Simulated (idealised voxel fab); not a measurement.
Herein follows the process module entitled voxel tone inversion.
For reference, the cross-section in this document is cut, with width 175 nm and square cells of 5 nm.
A cross-section is written here as square cells arranged in a grid, and it is given in bands from the top down, each band taking up one or more rows of cells. Quick guide to a band line: top height, bottom height (nm) up front; then every material left to right with its width in nm. Only one material and it's marked "all across"? Then it fills the band edge to edge. And "blank" just means empty space. Height 0 is the level under which the wafer as received is all one material. The lowest band goes on downwards, as in "0 nm and below". The width entry "30 to 40" should be interpreted row by row: the top row of cells in the band takes the first number, the bottom row takes the second number, and the change between adjacent rows is uniform throughout. For the purposes of this document, the phrase "nothing different" attached to a step denotes that no cell within the cross-section was modified by that step. Empty spaces without an open route to the top, at least 8 cells in extent, make up the entry "Voids lacking openings"; each is given as width x height at distance, where the distance is measured from the left edge, and all are in nm. Whatever follows a step's settings on its line is a remark the simulator itself makes about that step. overlay nm: for a step with a mask, the amount by which the mask lay right of where it was planned; a negative amount means left of it.
[This section lists the process steps that were planned]
| 1 | RECEIVE, material Si |
| 2 | CONFORMAL_DEP, material SiCN, thk nm 10 |
| 3 | DIRECTIONAL_DEP, material polySi, thk nm 25 |
| 4 | PATTERN, tone cover, mask id POSTS, material resist, width nm 25, pitch nm 50, thk nm 35, overlay nm 0 |
| 5 | DIRECTIONAL_ETCH, etch materials polySi, depth nm 25 |
| 6 | STRIP, etch materials resist |
| 7 | FILL_DEP, material SiO2, thk nm 10 |
| 8 | CMP, height nm 35 |
| 9 | STRIP, etch materials polySi |
| 10 | CONFORMAL_DEP, material TiN, thk nm 5 |
| 11 | FILL_DEP, material Cu, thk nm 10 |
| 12 | CMP, height nm 35 |
| 13 | CONFORMAL_DEP, material SiCN, thk nm 5 |
[Cross-section: wafer on arrival = after step 1]
    0 nm and below = Si all across
    Voids lacking openings: none
[Cross-section taken at module completion on the first of two wafers; processed per the plan]
    40 nm to 35 nm = SiCN all across
    35 nm to 15 nm = SiO2 (25), then TiN (5), then Cu (15), then TiN (5), then SiO2 (25), then TiN (5), then Cu (15), then TiN (5), then SiO2 (25), then TiN (5), then Cu (15), then TiN (5), then SiO2 (25)
    15 nm to 10 nm = SiO2 (25), then TiN (25), then SiO2 (25), then TiN (25), then SiO2 (25), then TiN (25), then SiO2 (25)
    10 nm to 0 nm = SiCN all across
    0 nm and below = Si all across
    Voids lacking openings: none
[Cross-sectional view: second of two wafers, end of module; start and plan identical to the first, one mistake in running]
    40 nm to 35 nm = SiCN all across
    35 nm to 15 nm = Cu (25), then TiN (5), then Cu (15), then TiN (5), then Cu (25), then TiN (5), then Cu (15), then TiN (5), then Cu (25), then TiN (5), then Cu (15), then TiN (5), then Cu (25)
    15 nm to 10 nm = Cu (25), then TiN (25), then Cu (25), then TiN (25), then Cu (25), then TiN (25), then Cu (25)
    10 nm to 0 nm = SiCN all across
    0 nm and below = Si all across
    Voids lacking openings: none
what went wrong: it should be noted that step 7 was executed with settings other than those planned, the operation and settings actually applied being FILL_DEP, material Cu, thk nm 10
at the end the second wafer has, in cells: 100 more of Cu | 100 fewer of SiO2
